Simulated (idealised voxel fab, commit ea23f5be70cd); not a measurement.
process module | voxel air gaps
cross-section cut | 220 nm wide | cells 5 nm
A cross-section is a grid of square cells, given in bands from the top down. A band is one or more rows of cells.
Each band's line starts with the height of the band's top and of its bottom, in nm. Then come its materials from left to right, each with its width in nm. One material with "throughout" fills the band from edge to edge. "air" is empty space.
Height 0 is the level under which the wafer as received is all one material. The lowest band goes on downwards, as in "0 down".
A width such as "30 to 40" changes by the same amount from each row of cells to the next, from the band's top row to its bottom row.
"no change" after a step means that no cell of the cross-section changed.
closed voids: empty space of 8 cells or more with no open way to the top, each as width x height at its distance from the left edge, in nm
after a step's settings: what the simulator itself notes on the step
overlay nm, on a step with a mask: how far to the right of its planned place the mask lay; to the left if negative
plan
1 op RECEIVE | material Si
2 op CONFORMAL_DEP | material SiO2 | thk nm 15
3 op CONFORMAL_DEP | material SiN | thk nm 5
4 op DIRECTIONAL_DEP | material SiO2 | thk nm 35
5 op DIRECTIONAL_DEP | material aC | thk nm 15
6 op PATTERN | tone open | mask id LINES | material resist | width nm 15 | pitch nm 50 | thk nm 30 | overlay nm 0
7 op DIRECTIONAL_ETCH | etch materials aC | depth nm 15
8 op STRIP | etch materials resist
9 op DIRECTIONAL_ETCH | etch materials SiO2 | depth nm 35
10 op STRIP | etch materials aC
11 op CONFORMAL_DEP | material TiN | thk nm 5
12 op FILL_DEP | material W | thk nm 10
13 op CMP | height nm 55
14 op EPI | material Ru | thk nm 10
15 op SELECTIVE_ETCH | etch materials SiO2 | depth nm 45
16 op CONFORMAL_DEP | material SiCN | thk nm 5
varied across the wafers: width nm of step 6. The plan shows the first wafer's value. All wafers start alike
first wafer as received, after step 1
  0 down: Si throughout
  closed voids: none
each wafer at the end: cells of each material gained (+) or lost (-) since it was received, then its closed voids
width nm 15 | +56 Ru | +148 SiCN | +44 SiN | +132 SiO2 | +60 TiN | +24 W | closed voids: none
width nm 20 | +64 Ru | +148 SiCN | +44 SiN | +132 SiO2 | +64 TiN | +48 W | closed voids: 20 x 25 at 50; 20 x 25 at 100; 20 x 25 at 150
width nm 25 | +72 Ru | +136 SiCN | +44 SiN | +132 SiO2 | +68 TiN | +72 W | closed voids: 15 x 25 at 55; 15 x 25 at 105; 15 x 25 at 155
width nm 30 | +80 Ru | +70 SiCN | +44 SiN | +216 SiO2 | +72 TiN | +96 W | closed voids: none
width nm 35 | +82 Ru | +70 SiCN | +44 SiN | +195 SiO2 | +76 TiN | +120 W | closed voids: 10 x 25 at 210
